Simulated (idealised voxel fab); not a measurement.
Herein follows the process module entitled voxel spacer lines.
The cross-section on display is named cut; it measures 165 nm wide, and its cells are 5 nm squares.
Cross-section format: a grid of square cells, given as bands from top to bottom; each band is one or more rows of cells.
Basically the band line says how high the top is and how high the bottom is, in nm, and then what's in it from left to right, every material with its width in nm. Empty space shows up as "empty", and if a single material carries "throughout" it runs the full band edge to edge.
Beneath 0, the wafer as received is one material, and that level is where height counting begins. The lowest band goes on downward without a bottom; it is written like "0..down".
With a width like "30 to 40", each row of cells in the band differs from the next by the same amount, the top row carrying the first number and the bottom row the second.
Reading "left unchanged" for a step: not a cell of the cross-section changed in it.
Look at "Cavities, closed" for the closed voids: empty spaces with no open path to the top, sized 8 cells or up. Each is width x height at distance, distance from the left edge, all nm.
Whatever follows a step's settings on its line is a remark the simulator itself makes about that step.
overlay nm: how far to the right of its planned place the mask lay on this masked step (negative: to the left).
Planned step list for the process
step 1: RECEIVE | material Si
step 2: CONFORMAL_DEP | material Al2O3 | thk nm 5
step 3: DIRECTIONAL_DEP | material polySi | thk nm 20
step 4: DIRECTIONAL_DEP | material aC | thk nm 25
step 5: PATTERN | tone cover | mask id MANDREL | material resist | width nm 20 | pitch nm 70 | thk nm 35 | overlay nm 0
step 6: DIRECTIONAL_ETCH | etch materials aC | depth nm 25
step 7: STRIP | etch materials resist
step 8: CONFORMAL_DEP | material SiO2 | thk nm 15
step 9: DIRECTIONAL_ETCH | etch materials SiO2 | depth nm 15
step 10: STRIP | etch materials aC
step 11: DIRECTIONAL_ETCH | etch materials polySi | depth nm 20
step 12: STRIP | etch materials SiO2
First wafer, two in total, run as planned
Cross-section of the wafer as it came to us, i.e., already through step 1
> 0..down  Si throughout
> Cavities, closed: none
Once step 2 is through, the wafer looks like this in cross-section
> 5..0  Al2O3 throughout
> Under the height 0 nothing was changed.
Once step 3 is through, the wafer looks like this in cross-section
> 25..5  polySi throughout
> Under the height 5 nothing was changed.
Once step 4 is through, the wafer looks like this in cross-section
> 50..25  aC throughout
> Under the height 25 nothing was changed.
Once step 5 is through, the wafer looks like this in cross-section
> 85..50  empty 35  resist 20  empty 50  resist 20  empty 40
> Under the height 50 nothing was changed.
Once step 6 is through, the wafer looks like this in cross-section
> 60..50  empty 35  resist 20  empty 50  resist 20  empty 40
> 50..25  empty 35  aC 20  empty 50  aC 20  empty 40
> Under the height 25 nothing was changed.
Once step 7 is through, the wafer looks like this in cross-section
> 50..25  empty 35  aC 20  empty 50  aC 20  empty 40
> Under the height 25 nothing was changed.
Once step 8 is through, the wafer looks like this in cross-section
> 65..50  empty 20  SiO2 50  empty 20  SiO2 50  empty 25
> 50..40  empty 20  SiO2 15  aC 20  SiO2 15  empty 20  SiO2 15  aC 20  SiO2 15  empty 25
> 40..25  SiO2 35  aC 20  SiO2 50  aC 20  SiO2 40
> Under the height 25 nothing was changed.
Once step 9 is through, the wafer looks like this in cross-section
> 50..25  empty 20  SiO2 15  aC 20  SiO2 15  empty 20  SiO2 15  aC 20  SiO2 15  empty 25
> Under the height 25 nothing was changed.
Once step 10 is through, the wafer looks like this in cross-section
> 50..25  empty 20  SiO2 15  empty 20  SiO2 15  empty 20  SiO2 15  empty 20  SiO2 15  empty 25
> Under the height 25 nothing was changed.
Once step 11 is through, the wafer looks like this in cross-section
> 50..25  empty 20  SiO2 15  empty 20  SiO2 15  empty 20  SiO2 15  empty 20  SiO2 15  empty 25
> 25..5  empty 20  polySi 15  empty 20  polySi 15  empty 20  polySi 15  empty 20  polySi 15  empty 25
> Under the height 5 nothing was changed.
Once step 12 is through, the wafer looks like this in cross-section
> 25..5  empty 20  polySi 15  empty 20  polySi 15  empty 20  polySi 15  empty 20  polySi 15  empty 25
> Under the height 5 nothing was changed.
Wafer two of two - same starting point, same process plan, one mistake in execution; matches wafer one up to and including step 4
Cross-sectional view of the second wafer at the intended end time of process step 5
> 85..50  resist 35  empty 20  resist 50  empty 20  resist 40
> Under the height 50 nothing was changed.
Cross-sectional view of the second wafer at the intended end time of process step 6
> 60..50  resist 35  empty 20  resist 50  empty 20  resist 40
> 50..25  aC 35  empty 20  aC 50  empty 20  aC 40
> Under the height 25 nothing was changed.
Cross-sectional view of the second wafer at the intended end time of process step 7
> 50..25  aC 35  empty 20  aC 50  empty 20  aC 40
> Under the height 25 nothing was changed.
Cross-sectional view of the second wafer at the intended end time of process step 8
> 65..50  SiO2 throughout
> 50..25  aC 35  SiO2 20  aC 50  SiO2 20  aC 40
> Under the height 25 nothing was changed.
Cross-sectional view of the second wafer at the intended end time of process step 9
> 50..25  aC 35  SiO2 20  aC 50  SiO2 20  aC 40
> Under the height 25 nothing was changed.
Cross-sectional view of the second wafer at the intended end time of process step 10
> 50..25  empty 35  SiO2 20  empty 50  SiO2 20  empty 40
> Under the height 25 nothing was changed.
Cross-sectional view of the second wafer at the intended end time of process step 11
> 50..25  empty 35  SiO2 20  empty 50  SiO2 20  empty 40
> 25..5  empty 35  polySi 20  empty 50  polySi 20  empty 40
> Under the height 5 nothing was changed.
Cross-sectional view of the second wafer at the intended end time of process step 12
> 25..5  empty 35  polySi 20  empty 50  polySi 20  empty 40
> Under the height 5 nothing was changed.
Run error: not per plan at step 5, really ran PATTERN | tone open | mask id MANDREL | material resist | width nm 20 | pitch nm 70 | thk nm 35 | overlay nm 0
Final difference in cells, second wafer against first, listed per material as more or fewer: -16 polySi
